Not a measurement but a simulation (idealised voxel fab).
process module | voxel wiring stack
cross-section cut | 155 nm wide | cells 5 nm
A cross-section is a grid of square cells, given in bands from the top down. A band is one or more rows of cells.
Each band's line starts with the height of the band's top and of its bottom, in nm. Then come its materials from left to right, each with its width in nm. One material with "throughout" fills the band from edge to edge. "air" is empty space.
Height 0 is the level under which the wafer as received is all one material. The lowest band goes on downwards, as in "0 down".
A width such as "30 to 40" changes by the same amount from each row of cells to the next, from the band's top row to its bottom row.
"no change" after a step means that no cell of the cross-section changed.
closed voids: empty space of 8 cells or more with no open way to the top, each as width x height at its distance from the left edge, in nm
after a step's settings: what the simulator itself notes on the step
overlay nm, on a step with a mask: how far to the right of its planned place the mask lay; to the left if negative
plan
1 op RECEIVE | material Si
2 op CONFORMAL_DEP | material SiO2 | thk nm 10
3 op CONFORMAL_DEP | material SiN | thk nm 5
4 op DIRECTIONAL_DEP | material SiO2 | thk nm 15
5 op MASKED_ETCH | tone open | mask id METAL_1 | width nm 30 | pitch nm 60 | etch materials SiO2 | depth nm 15 | overlay nm 0
6 op MASKED_ETCH | tone open | mask id METAL_1 | width nm 30 | pitch nm 60 | etch materials SiN | depth nm 5 | overlay nm 0
7 op CONFORMAL_DEP | material TiN | thk nm 5
8 op FILL_DEP | material Ru | thk nm 10
9 op CMP | height nm 30
10 op CONFORMAL_DEP | material SiCN | thk nm 5
11 op DIRECTIONAL_DEP | material lowk | thk nm 15
12 op DIRECTIONAL_DEP | material aC | thk nm 10
13 op PATTERN | tone open | mask id PLUG_1 | material resist | width nm 15 | thk nm 30 | overlay nm 0
14 op DIRECTIONAL_ETCH | etch materials aC | depth nm 10
15 op STRIP | etch materials resist
16 op DIRECTIONAL_ETCH | etch materials lowk | depth nm 15
17 op DIRECTIONAL_ETCH | etch materials SiCN | depth nm 5
18 op STRIP | etch materials aC
19 op CONFORMAL_DEP | material TiN | thk nm 5
20 op FILL_DEP | material Cu | thk nm 5
21 op CMP | height nm 50
22 op DIRECTIONAL_DEP | material TiN | thk nm 5
23 op DIRECTIONAL_DEP | material W | thk nm 25
24 op PATTERN | tone cover | mask id METAL_2 | material resist | width nm 30 | pitch nm 60 | thk nm 20 | overlay nm 0
25 op DIRECTIONAL_ETCH | etch materials W | depth nm 25
26 op DIRECTIONAL_ETCH | etch materials TiN | depth nm 5
27 op STRIP | etch materials resist
28 op FILL_DEP | material lowk | thk nm 10
29 op CMP | height nm 80
30 op CONFORMAL_DEP | material SiCN | thk nm 5
31 op DIRECTIONAL_DEP | material SiO2 | thk nm 30
32 op MASKED_ETCH | tone open | mask id METAL_3_HOLES | width nm 15 | etch materials SiO2 | depth nm 30 | overlay nm 0
33 op MASKED_ETCH | tone open | mask id METAL_3 | width nm 30 | pitch nm 60 | etch materials SiO2 | depth nm 20 | overlay nm 0
34 op MASKED_ETCH | tone open | mask id METAL_3 | width nm 30 | pitch nm 60 | etch materials SiCN | depth nm 5 | overlay nm 0
35 op CONFORMAL_DEP | material TiN | thk nm 5
36 op FILL_DEP | material Ru | thk nm 10
37 op CMP | height nm 115
38 op CONFORMAL_DEP | material SiCN | thk nm 5
39 op DIRECTIONAL_DEP | material lowk | thk nm 10
40 op PATTERN | tone open | mask id PLUG_3 | material resist | width nm 15 | pitch nm 60 | thk nm 15 | overlay nm 0
41 op DIRECTIONAL_ETCH | etch materials lowk | depth nm 10
42 op DIRECTIONAL_ETCH | etch materials SiCN | depth nm 5
43 op STRIP | etch materials resist
44 op EPI | material Ru | thk nm 10
45 op EPI | material Ru | thk nm 5
46 op CONFORMAL_DEP | material SiCN | thk nm 5
47 op DIRECTIONAL_DEP | material lowk | thk nm 20
48 op PATTERN | tone open | mask id METAL_4 | material resist | width nm 30 | pitch nm 60 | thk nm 15 | overlay nm 0
49 op DIRECTIONAL_ETCH | etch materials lowk | depth nm 20
50 op DIRECTIONAL_ETCH | etch materials SiCN | depth nm 5
51 op STRIP | etch materials resist
52 op CONFORMAL_DEP | material TiN | thk nm 5
53 op FILL_DEP | material Cu | thk nm 5
54 op CMP | height nm 155
55 op CONFORMAL_DEP | material SiCN | thk nm 5
first wafer, as planned
as received, after step 1
  0 down: Si throughout
  closed voids: none
after step 2
  10 to 0: SiO2 throughout
  below 0: unchanged
after step 3
  15 to 10: SiN throughout
  below 10: unchanged
after step 4
  30 to 15: SiO2 throughout
  below 15: unchanged
after step 5
  30 to 15: SiO2 30 | air 30 | SiO2 30 | air 30 | SiO2 35
  below 15: unchanged
after step 6
  30 to 15: SiO2 30 | air 30 | SiO2 30 | air 30 | SiO2 35
  15 to 10: SiN 30 | air 30 | SiN 30 | air 30 | SiN 35
  below 10: unchanged
after step 7
  35 to 30: TiN 35 | air 20 | TiN 40 | air 20 | TiN 40
  30 to 15: SiO2 30 | TiN 5 | air 20 | TiN 5 | SiO2 30 | TiN 5 | air 20 | TiN 5 | SiO2 35
  15 to 10: SiN 30 | TiN 30 | SiN 30 | TiN 30 | SiN 35
  below 10: unchanged
after step 8
  45 to 35: Ru throughout
  35 to 30: TiN 35 | Ru 20 | TiN 40 | Ru 20 | TiN 40
  30 to 15: SiO2 30 | TiN 5 | Ru 20 | TiN 5 | SiO2 30 | TiN 5 | Ru 20 | TiN 5 | SiO2 35
  below 15: unchanged
after step 9
  30 to 15: SiO2 30 | TiN 5 | Ru 20 | TiN 5 | SiO2 30 | TiN 5 | Ru 20 | TiN 5 | SiO2 35
  below 15: unchanged
after step 10
  35 to 30: SiCN throughout
  below 30: unchanged
after step 11
  50 to 35: lowk throughout
  below 35: unchanged
after step 12
  60 to 50: aC throughout
  below 50: unchanged
after step 13
  90 to 60: resist 30 | air 15 | resist 110
  below 60: unchanged
after step 14
  80 to 60: resist 30 | air 15 | resist 110
  60 to 50: aC 30 | air 15 | aC 110
  below 50: unchanged
after step 15
  60 to 50: aC 30 | air 15 | aC 110
  below 50: unchanged
after step 16
  60 to 50: aC 30 | air 15 | aC 110
  50 to 35: lowk 30 | air 15 | lowk 110
  below 35: unchanged
after step 17
  60 to 50: aC 30 | air 15 | aC 110
  50 to 35: lowk 30 | air 15 | lowk 110
  35 to 30: SiCN 30 | air 15 | SiCN 110
  below 30: unchanged
after step 18
  50 to 35: lowk 30 | air 15 | lowk 110
  below 35: unchanged
after step 19
  55 to 50: TiN 35 | air 5 | TiN 115
  50 to 35: lowk 30 | TiN 5 | air 5 | TiN 5 | lowk 110
  35 to 30: SiCN 30 | TiN 15 | SiCN 110
  below 30: unchanged
after step 20
  60 to 55: Cu throughout
  55 to 50: TiN 35 | Cu 5 | TiN 115
  50 to 35: lowk 30 | TiN 5 | Cu 5 | TiN 5 | lowk 110
  below 35: unchanged
after step 21
  50 to 35: lowk 30 | TiN 5 | Cu 5 | TiN 5 | lowk 110
  below 35: unchanged
after step 22
  55 to 50: TiN throughout
  below 50: unchanged
after step 23
  80 to 55: W throughout
  below 55: unchanged
after step 24
  100 to 80: air 30 | resist 30 | air 30 | resist 30 | air 35
  below 80: unchanged
after step 25
  100 to 80: air 30 | resist 30 | air 30 | resist 30 | air 35
  80 to 55: air 30 | W 30 | air 30 | W 30 | air 35
  below 55: unchanged
after step 26
  100 to 80: air 30 | resist 30 | air 30 | resist 30 | air 35
  80 to 55: air 30 | W 30 | air 30 | W 30 | air 35
  55 to 50: air 30 | TiN 30 | air 30 | TiN 30 | air 35
  below 50: unchanged
after step 27
  80 to 55: air 30 | W 30 | air 30 | W 30 | air 35
  below 55: unchanged
after step 28
  90 to 80: lowk throughout
  80 to 55: lowk 30 | W 30 | lowk 30 | W 30 | lowk 35
  55 to 50: lowk 30 | TiN 30 | lowk 30 | TiN 30 | lowk 35
  below 50: unchanged
after step 29
  80 to 55: lowk 30 | W 30 | lowk 30 | W 30 | lowk 35
  below 55: unchanged
after step 30
  85 to 80: SiCN throughout
  below 80: unchanged
after step 31
  115 to 85: SiO2 throughout
  below 85: unchanged
after step 32
  115 to 85: SiO2 30 | air 15 | SiO2 110
  below 85: unchanged
after step 33
  115 to 95: SiO2 30 | air 30 | SiO2 30 | air 30 | SiO2 35
  below 95: unchanged
after step 34
  115 to 95: SiO2 30 | air 30 | SiO2 30 | air 30 | SiO2 35
  95 to 85: SiO2 30 | air 15 | SiO2 110
  85 to 80: SiCN 30 | air 15 | SiCN 110
  below 80: unchanged
after step 35
  120 to 115: TiN 35 | air 20 | TiN 40 | air 20 | TiN 40
  115 to 100: SiO2 30 | TiN 5 | air 20 | TiN 5 | SiO2 30 | TiN 5 | air 20 | TiN 5 | SiO2 35
  100 to 95: SiO2 30 | TiN 5 | air 5 | TiN 20 | SiO2 30 | TiN 30 | SiO2 35
  95 to 85: SiO2 30 | TiN 5 | air 5 | TiN 5 | SiO2 110
  85 to 80: SiCN 30 | TiN 15 | SiCN 110
  below 80: unchanged
after step 36
  130 to 120: Ru throughout
  120 to 115: TiN 35 | Ru 20 | TiN 40 | Ru 20 | TiN 40
  115 to 100: SiO2 30 | TiN 5 | Ru 20 | TiN 5 | SiO2 30 | TiN 5 | Ru 20 | TiN 5 | SiO2 35
  100 to 95: SiO2 30 | TiN 5 | Ru 5 | TiN 20 | SiO2 30 | TiN 30 | SiO2 35
  95 to 85: SiO2 30 | TiN 5 | Ru 5 | TiN 5 | SiO2 110
  below 85: unchanged
after step 37
  115 to 100: SiO2 30 | TiN 5 | Ru 20 | TiN 5 | SiO2 30 | TiN 5 | Ru 20 | TiN 5 | SiO2 35
  below 100: unchanged
after step 38
  120 to 115: SiCN throughout
  below 115: unchanged
after step 39
  130 to 120: lowk throughout
  below 120: unchanged
after step 40
  145 to 130: resist 30 | air 15 | resist 45 | air 15 | resist 50
  below 130: unchanged
after step 41
  145 to 130: resist 30 | air 15 | resist 45 | air 15 | resist 50
  130 to 120: lowk 30 | air 15 | lowk 45 | air 15 | lowk 50
  below 120: unchanged
after step 42
  145 to 130: resist 30 | air 15 | resist 45 | air 15 | resist 50
  130 to 120: lowk 30 | air 15 | lowk 45 | air 15 | lowk 50
  120 to 115: SiCN 30 | air 15 | SiCN 45 | air 15 | SiCN 50
  below 115: unchanged
after step 43
  130 to 120: lowk 30 | air 15 | lowk 45 | air 15 | lowk 50
  below 120: unchanged
after step 44
  130 to 125: lowk 30 | air 15 | lowk 45 | air 15 | lowk 50
  125 to 120: lowk 30 | Ru 15 | lowk 45 | Ru 15 | lowk 50
  120 to 115: SiCN 30 | Ru 15 | SiCN 45 | Ru 15 | SiCN 50
  below 115: unchanged
after step 45
  130 to 120: lowk 30 | Ru 15 | lowk 45 | Ru 15 | lowk 50
  below 120: unchanged
after step 46
  135 to 130: SiCN throughout
  below 130: unchanged
after step 47
  155 to 135: lowk throughout
  below 135: unchanged
after step 48
  170 to 155: resist 30 | air 30 | resist 30 | air 30 | resist 35
  below 155: unchanged
after step 49
  170 to 155: resist 30 | air 30 | resist 30 | air 30 | resist 35
  155 to 135: lowk 30 | air 30 | lowk 30 | air 30 | lowk 35
  below 135: unchanged
after step 50
  170 to 155: resist 30 | air 30 | resist 30 | air 30 | resist 35
  155 to 135: lowk 30 | air 30 | lowk 30 | air 30 | lowk 35
  135 to 130: SiCN 30 | air 30 | SiCN 30 | air 30 | SiCN 35
  below 130: unchanged
after step 51
  155 to 135: lowk 30 | air 30 | lowk 30 | air 30 | lowk 35
  below 135: unchanged
after step 52
  160 to 155: TiN 35 | air 20 | TiN 40 | air 20 | TiN 40
  155 to 135: lowk 30 | TiN 5 | air 20 | TiN 5 | lowk 30 | TiN 5 | air 20 | TiN 5 | lowk 35
  135 to 130: SiCN 30 | TiN 30 | SiCN 30 | TiN 30 | SiCN 35
  below 130: unchanged
after step 53
  165 to 160: Cu throughout
  160 to 155: TiN 35 | Cu 20 | TiN 40 | Cu 20 | TiN 40
  155 to 135: lowk 30 | TiN 5 | Cu 20 | TiN 5 | lowk 30 | TiN 5 | Cu 20 | TiN 5 | lowk 35
  below 135: unchanged
after step 54
  155 to 135: lowk 30 | TiN 5 | Cu 20 | TiN 5 | lowk 30 | TiN 5 | Cu 20 | TiN 5 | lowk 35
  below 135: unchanged
after step 55
  160 to 155: SiCN throughout
  below 155: unchanged
second wafer: like start, like plan, one mistake. Through step 47 it matches the first wafer
when step 48 should have ended
  170 to 155: resist 20 | air 30 | resist 30 | air 30 | resist 45
  below 155: unchanged
when step 49 should have ended
  170 to 155: resist 20 | air 30 | resist 30 | air 30 | resist 45
  155 to 135: lowk 20 | air 30 | lowk 30 | air 30 | lowk 45
  below 135: unchanged
when step 50 should have ended
  170 to 155: resist 20 | air 30 | resist 30 | air 30 | resist 45
  155 to 135: lowk 20 | air 30 | lowk 30 | air 30 | lowk 45
  135 to 130: SiCN 20 | air 30 | SiCN 30 | air 30 | SiCN 45
  below 130: unchanged
when step 51 should have ended
  155 to 135: lowk 20 | air 30 | lowk 30 | air 30 | lowk 45
  below 135: unchanged
when step 52 should have ended
  160 to 155: TiN 25 | air 20 | TiN 40 | air 20 | TiN 50
  155 to 135: lowk 20 | TiN 5 | air 20 | TiN 5 | lowk 30 | TiN 5 | air 20 | TiN 5 | lowk 45
  135 to 130: SiCN 20 | TiN 30 | SiCN 30 | TiN 30 | SiCN 45
  below 130: unchanged
when step 53 should have ended
  165 to 160: Cu throughout
  160 to 155: TiN 25 | Cu 20 | TiN 40 | Cu 20 | TiN 50
  155 to 135: lowk 20 | TiN 5 | Cu 20 | TiN 5 | lowk 30 | TiN 5 | Cu 20 | TiN 5 | lowk 45
  below 135: unchanged
when step 54 should have ended
  155 to 135: lowk 20 | TiN 5 | Cu 20 | TiN 5 | lowk 30 | TiN 5 | Cu 20 | TiN 5 | lowk 45
  below 135: unchanged
when step 55 should have ended
  160 to 155: SiCN throughout
  below 155: unchanged
what went wrong: step 48 ran as: op PATTERN | tone open | mask id METAL_4 | material resist | width nm 30 | pitch nm 60 | thk nm 15 | overlay nm -10
at the end the second wafer has, in cells: as many of each material as the first, in other places
